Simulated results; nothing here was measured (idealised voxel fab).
process module | voxel fin reveal
cross-section cut | 145 nm wide | cells 5 nm
A cross-section is a grid of square cells, given in bands from the top down. A band is one or more rows of cells.
Each band's line starts with the height of the band's top and of its bottom, in nm. Then come its materials from left to right, each with its width in nm. One material with "throughout" fills the band from edge to edge. "air" is empty space.
Height 0 is the level under which the wafer as received is all one material. The lowest band goes on downwards, as in "0 down".
A width such as "30 to 40" changes by the same amount from each row of cells to the next, from the band's top row to its bottom row.
"no change" after a step means that no cell of the cross-section changed.
closed voids: empty space of 8 cells or more with no open way to the top, each as width x height at its distance from the left edge, in nm
after a step's settings: what the simulator itself notes on the step
overlay nm, on a step with a mask: how far to the right of its planned place the mask lay; to the left if negative
plan
1 op RECEIVE | material Si
2 op CONFORMAL_DEP | material SiN | thk nm 10
3 op PATTERN | tone cover | mask id FINS | material resist | width nm 15 | pitch nm 40 | thk nm 20 | overlay nm 0
4 op DIRECTIONAL_ETCH | etch materials SiN | depth nm 10
5 op DIRECTIONAL_ETCH | etch materials Si | depth nm 35
6 op STRIP | etch materials resist
7 op FILL_DEP | material SiO2 | thk nm 5
8 op CMP | height nm 10
9 op SELECTIVE_ETCH | etch materials SiO2 | depth nm 20
10 op STRIP | etch materials SiN
11 op CONFORMAL_DEP | material HfO2 | thk nm 5
varied across the wafers: width nm of step 3. The plan shows the first wafer's value. All wafers start alike
first wafer as received, after step 1
  0 down: Si throughout
  closed voids: none
each wafer at the end: cells of each material gained (+) or lost (-) since it was received, then its closed voids
width nm 15 | +37 HfO2 | -161 Si | +115 SiO2 | closed voids: none
width nm 20 | +37 HfO2 | -147 Si | +105 SiO2 | closed voids: none
width nm 25 | +37 HfO2 | -133 Si | +95 SiO2 | closed voids: none
